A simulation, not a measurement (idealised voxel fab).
The document below concerns the process module designated voxel wiring stack.
FYI the section here is cut, 270 nm wide, cells are 5 nm squares.
Think of the cross-section as a grid of square cells. We describe it in bands, top to bottom, and each band covers one or more rows of those cells.
Band: top and bottom heights (nm) first, top before bottom; then materials from left to right, widths in nm. "everywhere" marks a sole material filling the band edge to edge. "air" denotes empty space.
Height reference: 0 = level under which incoming wafer is all one material. Lowest band: no bottom, runs on downward, e.g. "from 0 down".
With a width like "30->40", each row of cells in the band differs from the next by the same amount, the top row carrying the first number and the bottom row the second.
Reading "nothing got changed" for a step: not a cell of the cross-section changed in it.
"Voids lacking openings" lists enclosed empty spaces (at least 8 cells, no open path upward to the top), each as width x height at distance from the left edge, in nm.
after a step's settings: what the simulator itself notes on the step
Among the settings permitted on a step's line is "overlay nm"; applied to a step with a mask, it specifies the extent to which the mask lay to the right of its planned position, whereas a negative figure signifies a position to the left.

INTENDED PROCESS STEPS
1) RECEIVE (material Si)
2) CONFORMAL_DEP (material SiO2; thk nm 15)
3) CONFORMAL_DEP (material SiCN; thk nm 5)
4) DIRECTIONAL_DEP (material SiO2; thk nm 15)
5) PATTERN (tone open; mask id METAL_1; material resist; width nm 20; pitch nm 45; thk nm 15; overlay nm 0)
6) DIRECTIONAL_ETCH (etch materials SiO2; depth nm 15)
7) DIRECTIONAL_ETCH (etch materials SiCN; depth nm 5)
8) STRIP (etch materials resist)
9) CONFORMAL_DEP (material TiN; thk nm 5)
10) FILL_DEP (material Cu; thk nm 10)
11) CMP (height nm 35)
12) CONFORMAL_DEP (material SiCN; thk nm 5)
13) DIRECTIONAL_DEP (material SiO2; thk nm 35)
14) PATTERN (tone open; mask id METAL_2_HOLES; material resist; width nm 15; pitch nm 90; thk nm 15; overlay nm 0)
15) DIRECTIONAL_ETCH (etch materials SiO2; depth nm 35)
16) STRIP (etch materials resist)
17) PATTERN (tone open; mask id METAL_2; material resist; width nm 20; pitch nm 45; thk nm 15; overlay nm 0)
18) DIRECTIONAL_ETCH (etch materials SiO2; depth nm 20)
19) DIRECTIONAL_ETCH (etch materials SiCN; depth nm 5)
20) STRIP (etch materials resist)
21) CONFORMAL_DEP (material TiN; thk nm 5)
22) FILL_DEP (material Cu; thk nm 5)
23) CMP (height nm 75)
24) CONFORMAL_DEP (material SiCN; thk nm 5)

INCOMING WAFER, CROSS-SECTIONAL VIEW, POST STEP 1
	from 0 down = Si everywhere
	Voids lacking openings: none

LOOK AT THE CROSS-SECTION AFTER THE MODULE: THE WAFER STARTED OUT THE WAY SHOWN ABOVE AND THE PLAN WAS THE ONE SHOWN ABOVE, YET ONE MISTAKE WAS MADE ALONG THE WAY
	from 80 to 75 = SiCN everywhere
	from 75 to 60 = 90 Cu | 5 TiN | 5 SiO2 | 5 TiN | 15 Cu | 5 TiN | 20 SiO2 | 5 TiN | 30 Cu | 5 TiN | 5 SiO2 | 5 TiN | 75 Cu
	from 60 to 55 = 85 TiN | 5 Cu | 5 TiN | 5 SiO2 | 25 TiN | 20 SiO2 | 30 TiN | 5 Cu | 5 TiN | 5 SiO2 | 80 TiN
	from 55 to 45 = 80 SiO2 | 5 TiN | 5 Cu | 5 TiN | 75 SiO2 | 5 TiN | 5 Cu | 5 TiN | 85 SiO2
	from 45 to 40 = 80 SiO2 | 15 TiN | 75 SiO2 | 15 TiN | 85 SiO2
	from 40 to 35 = SiCN everywhere
	from 35 to 20 = 80 SiO2 | 5 TiN | 10 Cu | 5 TiN | 25 SiO2 | 5 TiN | 10 Cu | 5 TiN | 25 SiO2 | 5 TiN | 10 Cu | 5 TiN | 80 SiO2
	from 20 to 15 = 80 SiCN | 20 TiN | 25 SiCN | 20 TiN | 25 SiCN | 20 TiN | 80 SiCN
	from 15 to 0 = SiO2 everywhere
	from 0 down = Si everywhere
	Voids lacking openings: none
Processing error: not per plan at step 17, really ran PATTERN (tone cover; mask id METAL_2; material resist; width nm 20; pitch nm 45; thk nm 15; overlay nm 0)
